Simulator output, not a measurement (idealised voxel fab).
Process module in this document: voxel fin reveal
Displayed cross-section: cut, width of 290 nm, square cells sized 5 nm.
Square cells in a grid make up a cross-section in this document, and the grid is given as bands, listed from the top down, each one or more rows of cells. Per band: top height and bottom height in nm, followed by the left-to-right materials and their widths in nm; "throughout" marks a single material spanning edge to edge, "air" marks empty space. The level at which height equals 0 is the one under which the wafer, as it arrives, is entirely one material. No lower edge exists for the bottom band, which continues downward and is notated as in "top 0, no bottom". The two numbers in a width such as "30->40" mark its ends across the band: the first belongs to the top row of cells, the second to the bottom row, and from each row to the next the width moves by the same amount. Key: "identical to before" - step with no changed cell in the cross-section. The label "Closed internal voids" introduces a list of the empty spaces, 8 cells or larger, that have no open way up to the top; each entry in it reads width x height at distance, where the distance is taken from the left edge and all three are stated in nm. Note: text after step settings on the step line = simulator remark on that step. "overlay nm" denotes, for a step that has a mask, the displacement of the mask to the right of its planned place, with negative values corresponding to the left.

### Intended process steps
1,RECEIVE (material Si)
2,CONFORMAL_DEP (material SiN; thk nm 10)
3,DIRECTIONAL_DEP (material aC; thk nm 15)
4,PATTERN (tone cover; mask id FINS; material resist; width nm 15; pitch nm 35; thk nm 30; overlay nm 0)
5,DIRECTIONAL_ETCH (etch materials aC; depth nm 15)
6,STRIP (etch materials resist)
7,DIRECTIONAL_ETCH (etch materials SiN; depth nm 10)
8,DIRECTIONAL_ETCH (etch materials Si; depth nm 35)
9,STRIP (etch materials aC)
10,OXIDIZE (depth nm 5)
11,FILL_DEP (material SiO2; thk nm 5)
12,CMP (height nm 10)
13,SELECTIVE_ETCH (etch materials SiO2; depth nm 35)
14,STRIP (etch materials SiN)
15,CONFORMAL_DEP (material SiO2; thk nm 5)

### As-received state of the wafer in cross-section, equivalent to post-step 1
  top 0, no bottom | Si throughout
  Closed internal voids: none

### Sectioned view, first of two wafers, at the close of the module, processed as intended in the plan
  top 5, bottom 0 | 85 nm air | 15 nm SiO2 | 20 nm air | 15 nm SiO2 | 20 nm air | 15 nm SiO2 | 20 nm air | 15 nm SiO2 | 85 nm air
  top 0, bottom -20 | 85 nm air | 5 nm SiO2 | 5 nm Si | 5 nm SiO2 | 20 nm air | 5 nm SiO2 | 5 nm Si | 5 nm SiO2 | 20 nm air | 5 nm SiO2 | 5 nm Si | 5 nm SiO2 | 20 nm air | 5 nm SiO2 | 5 nm Si | 5 nm SiO2 | 85 nm air
  top -20, bottom -40 | 90 nm SiO2 | 5 nm Si | 30 nm SiO2 | 5 nm Si | 30 nm SiO2 | 5 nm Si | 30 nm SiO2 | 5 nm Si | 90 nm SiO2
  top -40, no bottom | Si throughout
  Closed internal voids: none

### Same start, same plan as the first wafer - but one mistake in the run. Cross-section of the second of the two at the end of the module
  top 5, bottom 0 | 85 nm air | 15 nm SiN | 20 nm air | 15 nm SiN | 20 nm air | 15 nm SiN | 20 nm air | 15 nm SiN | 85 nm air
  top 0, bottom -20 | 85 nm air | 5 nm SiN | 5 nm Si | 5 nm SiN | 20 nm air | 5 nm SiN | 5 nm Si | 5 nm SiN | 20 nm air | 5 nm SiN | 5 nm Si | 5 nm SiN | 20 nm air | 5 nm SiN | 5 nm Si | 5 nm SiN | 85 nm air
  top -20, bottom -25 | 90 nm SiN | 5 nm Si | 30 nm SiN | 5 nm Si | 30 nm SiN | 5 nm Si | 30 nm SiN | 5 nm Si | 90 nm SiN
  top -25, bottom -40 | 90 nm SiO2 | 5 nm Si | 30 nm SiO2 | 5 nm Si | 30 nm SiO2 | 5 nm Si | 30 nm SiO2 | 5 nm Si | 90 nm SiO2
  top -40, no bottom | Si throughout
  Closed internal voids: none
What went wrong in running the wafer? note that step 15 departed from the planned setting and was carried out as CONFORMAL_DEP (material SiN; thk nm 5)
It is noted that, at the conclusion of processing, the second wafer exhibits a higher or lower cell count for certain materials relative to the first: +98 SiN | -98 SiO2
